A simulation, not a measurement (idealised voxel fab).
This section sets out a process module, namely voxel transistor to metal.
Shown is cross-section cut, with a width of 275 nm and square cells of size 5 nm.
Cross-section layout: square cells on a grid; listed as bands, top to bottom; a band spans one or more cell rows.
It is stipulated that each band's entry specify, in nanometres, the height of the top of the band and then that of its bottom, followed by the materials of the band in left-to-right sequence, each together with its width in nanometres. A single material marked by the word "full width" is understood to fill the band from edge to edge; the word "air" is understood to denote empty space.
Heads up on the height convention: 0 is the point under which the incoming wafer is all one material, and the lowest band has no bottom, it just keeps going down, like "0 and below".
Think of "30->40" as a width that walks from the first number to the second as you go down the band, top row to bottom row, taking equal-sized steps from row to row.
Take "same as before" at face value: in the step it is given for, the cross-section changed in none of its cells.
The entry titled "Closed void register" provides the empty spaces that have no open way to the top, restricted to those of 8 cells or more. Each is presented as width x height at distance, the distance being measured from the left edge, with all three in nm.
Post-settings text on a step line: simulator's own remark regarding the step.
overlay nm: mask right of planned place by this much (step with mask). Neg. = left.

### Process steps - plan
1. RECEIVE | material Si
2. OXIDIZE | depth nm 5
3. CONFORMAL_DEP | material SiN | thk nm 15
4. MASKED_ETCH | tone cover | mask id ACTIVE | width nm 105 | pitch nm 125 | etch materials SiN | depth nm 15 | overlay nm 0
5. MASKED_ETCH | tone cover | mask id ACTIVE | width nm 105 | pitch nm 125 | etch materials SiO2 | depth nm 5 | overlay nm 0
6. MASKED_ETCH | tone cover | mask id ACTIVE | width nm 105 | pitch nm 125 | etch materials Si | depth nm 20 | overlay nm 0
7. FILL_DEP | material SiO2 | thk nm 10
8. CMP | height nm 15
9. SELECTIVE_ETCH | etch materials SiO2 | depth nm 5
10. STRIP | etch materials SiN
11. SELECTIVE_ETCH | etch materials SiO2 | depth nm 5
12. OXIDIZE | depth nm 5
13. DIRECTIONAL_DEP | material polySi | thk nm 20
14. DIRECTIONAL_DEP | material SiCN | thk nm 15
15. DIRECTIONAL_DEP | material aC | thk nm 10
16. PATTERN | tone cover | mask id GATE | material resist | width nm 25 | pitch nm 125 | thk nm 30 | overlay nm 0
17. DIRECTIONAL_ETCH | etch materials aC | depth nm 10
18. STRIP | etch materials resist
19. DIRECTIONAL_ETCH | etch materials SiCN | depth nm 25
20. DIRECTIONAL_ETCH | etch materials polySi | depth nm 30
21. STRIP | etch materials aC
22. CONFORMAL_DEP | material SiN | thk nm 10
23. DIRECTIONAL_ETCH | etch materials SiN | depth nm 10
24. DIRECTIONAL_ETCH | etch materials SiO2 | depth nm 5
25. DIRECTIONAL_ETCH | etch materials Si | depth nm 10
26. EPI | material nSi | thk nm 10
27. FILL_DEP | material SiO2 | thk nm 5
28. CMP | height nm 15
29. STRIP | etch materials polySi
30. SELECTIVE_ETCH | etch materials SiO2 | depth nm 5
31. CONFORMAL_DEP | material HfO2 | thk nm 5
32. CONFORMAL_DEP | material TiN | thk nm 5
33. FILL_DEP | material W | thk nm 5
34. CMP | height nm 10
35. DIRECTIONAL_DEP | material SiO2 | thk nm 15
36. DIRECTIONAL_DEP | material aC | thk nm 15
37. PATTERN | tone open | mask id CONTACT | material resist | width nm 20 | thk nm 30 | overlay nm 0
38. DIRECTIONAL_ETCH | etch materials aC | depth nm 15
39. STRIP | etch materials resist
40. DIRECTIONAL_ETCH | etch materials SiO2 | depth nm 35
41. STRIP | etch materials aC
42. CONFORMAL_DEP | material TiN | thk nm 5
43. FILL_DEP | material W | thk nm 10
44. CMP | height nm 25
45. DIRECTIONAL_DEP | material TiN | thk nm 5
46. DIRECTIONAL_DEP | material Ru | thk nm 15
47. PATTERN | tone cover | mask id METAL_1 | material resist | width nm 20 | thk nm 15 | overlay nm 0
48. DIRECTIONAL_ETCH | etch materials Ru | depth nm 15
49. DIRECTIONAL_ETCH | etch materials TiN | depth nm 5
50. STRIP | etch materials resist
51. FILL_DEP | material SiO2 | thk nm 5
52. CMP | height nm 45
53. CONFORMAL_DEP | material SiCN | thk nm 5

### Shown in cross-section is the wafer as received, that is, as it stands after step 1
0 and below: Si full width
Closed void register: none

### Module complete, cross-section. Starting point and plan per above. One mistake made in running the module
50 down to 45: SiCN full width
45 down to 30: SiO2 25 nm  Ru 20 nm  SiO2 55 nm  Ru 20 nm  SiO2 30 nm  Ru 20 nm  SiO2 55 nm  Ru 20 nm  SiO2 30 nm
30 down to 25: SiO2 25 nm  TiN 20 nm  SiO2 55 nm  TiN 20 nm  SiO2 30 nm  TiN 20 nm  SiO2 55 nm  TiN 20 nm  SiO2 30 nm
25 down to 10: SiO2 25 nm  TiN 5 nm  W 10 nm  TiN 5 nm  SiO2 55 nm  TiN 5 nm  W 10 nm  TiN 5 nm  SiO2 30 nm  TiN 5 nm  W 10 nm  TiN 5 nm  SiO2 55 nm  TiN 5 nm  W 10 nm  TiN 5 nm  SiO2 30 nm
10 down to 5: SiO2 25 nm  TiN 5 nm  W 10 nm  TiN 5 nm  SiO2 5 nm  SiN 10 nm  HfO2 5 nm  TiN 5 nm  W 5 nm  TiN 5 nm  HfO2 5 nm  SiN 10 nm  SiO2 5 nm  TiN 5 nm  W 5 nm  TiN 10 nm  SiO2 30 nm  TiN 5 nm  W 10 nm  TiN 5 nm  SiO2 5 nm  SiN 10 nm  HfO2 5 nm  TiN 5 nm  W 5 nm  TiN 5 nm  HfO2 5 nm  SiN 10 nm  SiO2 5 nm  TiN 5 nm  W 5 nm  TiN 10 nm  SiO2 30 nm
5 down to 0: SiO2 10 nm  SiN 10 nm  SiO2 5 nm  TiN 20 nm  SiO2 5 nm  SiN 10 nm  HfO2 5 nm  TiN 5 nm  W 5 nm  TiN 5 nm  HfO2 5 nm  SiN 10 nm  SiO2 5 nm  TiN 15 nm  SiN 10 nm  SiO2 10 nm  SiN 10 nm  SiO2 5 nm  TiN 20 nm  SiO2 5 nm  SiN 10 nm  HfO2 5 nm  TiN 5 nm  W 5 nm  TiN 5 nm  HfO2 5 nm  SiN 10 nm  SiO2 5 nm  TiN 15 nm  SiN 10 nm  SiO2 25 nm
0 down to -5: SiO2 10 nm  SiN 10 nm  nSi 10 nm  TiN 10 nm  nSi 10 nm  SiN 10 nm  HfO2 5 nm  TiN 15 nm  HfO2 5 nm  SiN 10 nm  nSi 20 nm  SiN 10 nm  SiO2 10 nm  SiN 10 nm  nSi 10 nm  TiN 10 nm  nSi 10 nm  SiN 10 nm  HfO2 5 nm  TiN 15 nm  HfO2 5 nm  SiN 10 nm  nSi 20 nm  SiN 10 nm  SiO2 25 nm
-5 down to -10: SiO2 20 nm  nSi 10 nm  TiN 10 nm  nSi 10 nm  SiO2 5 nm  HfO2 35 nm  SiO2 5 nm  nSi 20 nm  SiO2 30 nm  nSi 10 nm  TiN 10 nm  nSi 10 nm  SiO2 5 nm  HfO2 35 nm  SiO2 5 nm  nSi 20 nm  SiO2 35 nm
-10 down to -20: SiO2 15 nm  Si 5 nm  nSi 30 nm  Si 45 nm  nSi 20 nm  Si 10 nm  SiO2 15 nm  Si 5 nm  nSi 30 nm  Si 45 nm  nSi 20 nm  Si 10 nm  SiO2 25 nm
-20 down to -25: SiO2 15 nm  Si 110 nm  SiO2 15 nm  Si 110 nm  SiO2 25 nm
-25 and below: Si full width
Closed void register: none
Which mistake was made when the wafer was run? rather than as planned, step 4 actually ran as MASKED_ETCH | tone cover | mask id ACTIVE | width nm 105 | pitch nm 125 | etch materials SiN | depth nm 15 | overlay nm -5
